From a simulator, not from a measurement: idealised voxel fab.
process module | voxel gate over fins
cross-section cut | 180 nm wide | cells 5 nm
A cross-section is a grid of square cells, given in bands from the top down. A band is one or more rows of cells.
Each band's line starts with the height of the band's top and of its bottom, in nm. Then come its materials from left to right, each with its width in nm. One material with "throughout" fills the band from edge to edge. "air" is empty space.
Height 0 is the level under which the wafer as received is all one material. The lowest band goes on downwards, as in "0 down".
A width such as "30 to 40" changes by the same amount from each row of cells to the next, from the band's top row to its bottom row.
"no change" after a step means that no cell of the cross-section changed.
closed voids: empty space of 8 cells or more with no open way to the top, each as width x height at its distance from the left edge, in nm
after a step's settings: what the simulator itself notes on the step
overlay nm, on a step with a mask: how far to the right of its planned place the mask lay; to the left if negative
plan
1 op RECEIVE | material Si
2 op CONFORMAL_DEP | material SiN | thk nm 5
3 op DIRECTIONAL_DEP | material aC | thk nm 15
4 op PATTERN | tone cover | mask id FINS | material resist | width nm 15 | pitch nm 40 | thk nm 35 | overlay nm 0
5 op DIRECTIONAL_ETCH | etch materials aC | depth nm 15
6 op STRIP | etch materials resist
7 op DIRECTIONAL_ETCH | etch materials SiN | depth nm 5
8 op DIRECTIONAL_ETCH | etch materials Si | depth nm 30
9 op STRIP | etch materials aC
10 op FILL_DEP | material SiO2 | thk nm 10
11 op CMP | height nm 5
12 op SELECTIVE_ETCH | etch materials SiO2 | depth nm 15
13 op STRIP | etch materials SiN
14 op CONFORMAL_DEP | material HfO2 | thk nm 5
15 op CONFORMAL_DEP | material TiN | thk nm 5
16 op FILL_DEP | material W | thk nm 10
17 op CMP | height nm 15
18 op CONFORMAL_DEP | material SiCN | thk nm 5
as received, after step 1
  0 down: Si throughout
  closed voids: none
first wafer at the end, as planned
  20 to 15: SiCN throughout
  15 to 10: W throughout
  10 to 5: W 10 | TiN 35 | W 5 | TiN 35 | W 5 | TiN 35 | W 5 | TiN 35 | W 15
  5 to 0: W 10 | TiN 5 | HfO2 25 | TiN 5 | W 5 | TiN 5 | HfO2 25 | TiN 5 | W 5 | TiN 5 | HfO2 25 | TiN 5 | W 5 | TiN 5 | HfO2 25 | TiN 5 | W 15
  0 to -5: TiN 15 | HfO2 5 | Si 15 | HfO2 5 | TiN 15 | HfO2 5 | Si 15 | HfO2 5 | TiN 15 | HfO2 5 | Si 15 | HfO2 5 | TiN 15 | HfO2 5 | Si 15 | HfO2 5 | TiN 20
  -5 to -10: HfO2 20 | Si 15 | HfO2 25 | Si 15 | HfO2 25 | Si 15 | HfO2 25 | Si 15 | HfO2 25
  -10 to -30: SiO2 20 | Si 15 | SiO2 25 | Si 15 | SiO2 25 | Si 15 | SiO2 25 | Si 15 | SiO2 25
  -30 down: Si throughout
  closed voids: none
second wafer at the end: like start, like plan, one mistake
  10 to 5: SiCN throughout
  5 to 0: W 10 | TiN 5 | HfO2 25 | TiN 5 | W 5 | TiN 5 | HfO2 25 | TiN 5 | W 5 | TiN 5 | HfO2 25 | TiN 5 | W 5 | TiN 5 | HfO2 25 | TiN 5 | W 15
  0 to -5: TiN 15 | HfO2 5 | Si 15 | HfO2 5 | TiN 15 | HfO2 5 | Si 15 | HfO2 5 | TiN 15 | HfO2 5 | Si 15 | HfO2 5 | TiN 15 | HfO2 5 | Si 15 | HfO2 5 | TiN 20
  -5 to -10: HfO2 20 | Si 15 | HfO2 25 | Si 15 | HfO2 25 | Si 15 | HfO2 25 | Si 15 | HfO2 25
  -10 to -30: SiO2 20 | Si 15 | SiO2 25 | Si 15 | SiO2 25 | Si 15 | SiO2 25 | Si 15 | SiO2 25
  -30 down: Si throughout
  closed voids: none
what went wrong: step 17 ran as: op CMP | height nm 5
at the end the second wafer has, in cells: 28 fewer of TiN | 44 fewer of W
